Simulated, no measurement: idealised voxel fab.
process module | voxel transistor to metal
Xsec cut, 295 nm wide, square cell size 5 nm.
Cross-section spec: square-cell grid; bands listed top down; each band is one or more rows. The entry gives the band's vertical extent as a top height and a bottom height in nm, then its horizontal make-up as materials from left to right, each with a width in nm. "air" stands for empty space; a single material marked "full width" fills the band edge to edge. Height 0 is the level under which the wafer as received is all one material. The lowest band goes on downwards, as in "0 nm and below". Width "30->40": first value at the band's top row of cells, second value at its bottom row, equal change from row to row. "identical to before" after a step means that no cell of the cross-section changed. Under "Unvented cavities" you'll find the enclosed gaps, the ones with no way out to the top, that are 8 cells or bigger; each reads width x height at distance, with distance counted from the left edge, everything in nm. Note: text after step settings on the step line = simulator remark on that step. A step line may carry the setting "overlay nm", which, for steps involving a mask, states the distance by which the mask lay to the right of its intended position; negative values denote displacement to the left.

Here's what the planned process steps look like:
1) RECEIVE with material Si
2) OXIDIZE with depth nm 5
3) CONFORMAL_DEP with material SiN, thk nm 10
4) DIRECTIONAL_DEP with material aC, thk nm 15
5) PATTERN with tone cover, mask id ACTIVE, material resist, width nm 110, pitch nm 140, thk nm 30, overlay nm 0
6) DIRECTIONAL_ETCH with etch materials aC, depth nm 15
7) STRIP with etch materials resist
8) DIRECTIONAL_ETCH with etch materials SiN, depth nm 10
9) DIRECTIONAL_ETCH with etch materials SiO2, depth nm 5
10) DIRECTIONAL_ETCH with etch materials Si, depth nm 30
11) STRIP with etch materials aC
12) FILL_DEP with material SiO2, thk nm 5
13) CMP with height nm 10
14) SELECTIVE_ETCH with etch materials SiO2, depth nm 5
15) STRIP with etch materials SiN
16) SELECTIVE_ETCH with etch materials SiO2, depth nm 5
17) OXIDIZE with depth nm 5
18) DIRECTIONAL_DEP with material polySi, thk nm 30
19) DIRECTIONAL_DEP with material SiCN, thk nm 10
20) PATTERN with tone cover, mask id GATE, material resist, width nm 20, pitch nm 140, thk nm 20, overlay nm 0
21) DIRECTIONAL_ETCH with etch materials SiCN, depth nm 20
22) DIRECTIONAL_ETCH with etch materials polySi, depth nm 40
23) STRIP with etch materials resist
24) CONFORMAL_DEP with material SiO2, thk nm 5
25) DIRECTIONAL_ETCH with etch materials SiO2, depth nm 5
26) CONFORMAL_DEP with material SiN, thk nm 5
27) DIRECTIONAL_ETCH with etch materials SiN, depth nm 5
28) DIRECTIONAL_ETCH with etch materials SiO2, depth nm 5
29) DIRECTIONAL_ETCH with etch materials Si, depth nm 10
30) EPI with material SiGe, thk nm 15
31) FILL_DEP with material SiO2, thk nm 5
32) CMP with height nm 35
33) DIRECTIONAL_DEP with material SiO2, thk nm 10
34) PATTERN with tone open, mask id CONTACT, material resist, width nm 35, thk nm 15, overlay nm 0
35) DIRECTIONAL_ETCH with etch materials SiO2, depth nm 40
36) STRIP with etch materials resist
37) CONFORMAL_DEP with material TiN, thk nm 5
38) FILL_DEP with material Ru, thk nm 5
39) CMP with height nm 45
40) DIRECTIONAL_DEP with material TiN, thk nm 5
41) DIRECTIONAL_DEP with material W, thk nm 20
42) DIRECTIONAL_DEP with material aC, thk nm 10
43) PATTERN with tone cover, mask id METAL_1, material resist, width nm 20, thk nm 25, overlay nm 0
44) DIRECTIONAL_ETCH with etch materials aC, depth nm 10
45) STRIP with etch materials resist
46) DIRECTIONAL_ETCH with etch materials W, depth nm 20
47) DIRECTIONAL_ETCH with etch materials TiN, depth nm 5
48) STRIP with etch materials aC
49) CONFORMAL_DEP with material SiN, thk nm 5
50) FILL_DEP with material SiO2, thk nm 10
51) CMP with height nm 60
52) CONFORMAL_DEP with material SiCN, thk nm 5
What sets these wafers apart? The height nm at step 51. They all start alike, and the plan carries the first wafer's value.

First of several wafers, received after step 1, in cross-section:
	0 nm and below = Si full width
	Unvented cavities: none

Basically each wafer gets a line in the table, showing it at the end of the module: material by material, the cells it gained (+) or lost (-) since we got it, then its closed voids:
height nm 60 | +116 Ru | -241 Si | +75 SiCN | +124 SiGe | +95 SiN | +418 SiO2 | +100 TiN | +32 W | +48 polySi | Unvented cavities: none
height nm 65 | +116 Ru | -241 Si | +75 SiCN | +124 SiGe | +103 SiN | +453 SiO2 | +100 TiN | +48 W | +48 polySi | Unvented cavities: none
height nm 70 | +116 Ru | -241 Si | +75 SiCN | +124 SiGe | +111 SiN | +488 SiO2 | +100 TiN | +64 W | +48 polySi | Unvented cavities: none
height nm 75 | +116 Ru | -241 Si | +75 SiCN | +124 SiGe | +135 SiN | +523 SiO2 | +100 TiN | +64 W | +48 polySi | Unvented cavities: none
height nm 80 | +116 Ru | -241 Si | +75 SiCN | +124 SiGe | +135 SiN | +582 SiO2 | +100 TiN | +64 W | +48 polySi | Unvented cavities: none
height nm 85 | +116 Ru | -241 Si | +75 SiCN | +124 SiGe | +135 SiN | +641 SiO2 | +100 TiN | +64 W | +48 polySi | Unvented cavities: none
